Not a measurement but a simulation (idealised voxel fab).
process module | voxel tone inversion
cross-section cut | 275 nm wide | cells 5 nm
A cross-section is a grid of square cells, given in bands from the top down. A band is one or more rows of cells.
Each band's line starts with the height of the band's top and of its bottom, in nm. Then come its materials from left to right, each with its width in nm. One material with "throughout" fills the band from edge to edge. "air" is empty space.
Height 0 is the level under which the wafer as received is all one material. The lowest band goes on downwards, as in "0 down".
A width such as "30 to 40" changes by the same amount from each row of cells to the next, from the band's top row to its bottom row.
"no change" after a step means that no cell of the cross-section changed.
closed voids: empty space of 8 cells or more with no open way to the top, each as width x height at its distance from the left edge, in nm
after a step's settings: what the simulator itself notes on the step
overlay nm, on a step with a mask: how far to the right of its planned place the mask lay; to the left if negative
plan
1 op RECEIVE | material Si
2 op CONFORMAL_DEP | material SiN | thk nm 10
3 op DIRECTIONAL_DEP | material aC | thk nm 15
4 op PATTERN | tone cover | mask id POSTS | material resist | width nm 25 | pitch nm 45 | thk nm 20 | overlay nm -15
5 op DIRECTIONAL_ETCH | etch materials aC | depth nm 15
6 op STRIP | etch materials resist
7 op FILL_DEP | material SiO2 | thk nm 5
8 op CMP | height nm 25
9 op STRIP | etch materials aC
10 op CONFORMAL_DEP | material TiN | thk nm 5
11 op FILL_DEP | material Cu | thk nm 5
12 op CMP | height nm 25
13 op CONFORMAL_DEP | material SiN | thk nm 5
varied across the wafers: overlay nm of step 4. The plan shows the first wafer's value. All wafers start alike
first wafer as received, after step 1
  0 down: Si throughout
  closed voids: none
each wafer at the end: cells of each material gained (+) or lost (-) since it was received, then its closed voids
overlay nm -15 | +24 Cu | +165 SiN | +105 SiO2 | +36 TiN | closed voids: none
overlay nm -10 | +24 Cu | +165 SiN | +105 SiO2 | +36 TiN | closed voids: none
overlay nm -5 | +24 Cu | +165 SiN | +105 SiO2 | +36 TiN | closed voids: none
overlay nm 0 | +24 Cu | +165 SiN | +105 SiO2 | +36 TiN | closed voids: none
overlay nm 5 | +24 Cu | +165 SiN | +105 SiO2 | +36 TiN | closed voids: none
overlay nm 10 | +24 Cu | +165 SiN | +105 SiO2 | +36 TiN | closed voids: none
overlay nm 15 | +24 Cu | +165 SiN | +105 SiO2 | +36 TiN | closed voids: none
